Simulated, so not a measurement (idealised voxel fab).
process module | voxel spacer lines
cross-section cut | 225 nm wide | cells 5 nm
A cross-section is a grid of square cells, given in bands from the top down. A band is one or more rows of cells.
Each band's line starts with the height of the band's top and of its bottom, in nm. Then come its materials from left to right, each with its width in nm. One material with "throughout" fills the band from edge to edge. "air" is empty space.
Height 0 is the level under which the wafer as received is all one material. The lowest band goes on downwards, as in "0 down".
A width such as "30 to 40" changes by the same amount from each row of cells to the next, from the band's top row to its bottom row.
"no change" after a step means that no cell of the cross-section changed.
closed voids: empty space of 8 cells or more with no open way to the top, each as width x height at its distance from the left edge, in nm
after a step's settings: what the simulator itself notes on the step
overlay nm, on a step with a mask: how far to the right of its planned place the mask lay; to the left if negative
plan
1 op RECEIVE | material Si
2 op CONFORMAL_DEP | material Al2O3 | thk nm 10
3 op DIRECTIONAL_DEP | material polySi | thk nm 15
4 op DIRECTIONAL_DEP | material aC | thk nm 30
5 op PATTERN | tone cover | mask id MANDREL | material resist | width nm 20 | pitch nm 60 | thk nm 35 | overlay nm 0
6 op DIRECTIONAL_ETCH | etch materials aC | depth nm 30
7 op STRIP | etch materials resist
8 op CONFORMAL_DEP | material SiO2 | thk nm 10
9 op DIRECTIONAL_ETCH | etch materials SiO2 | depth nm 10
10 op STRIP | etch materials aC
11 op DIRECTIONAL_ETCH | etch materials polySi | depth nm 15
12 op STRIP | etch materials SiO2
as received, after step 1
  0 down: Si throughout
  closed voids: none
a wafer at the end: this start, this plan, one mistake
  25 to 15: Al2O3 throughout
  15 to 0: polySi throughout
  0 down: Si throughout
  closed voids: none
what went wrong: steps 2 and 3 were swapped
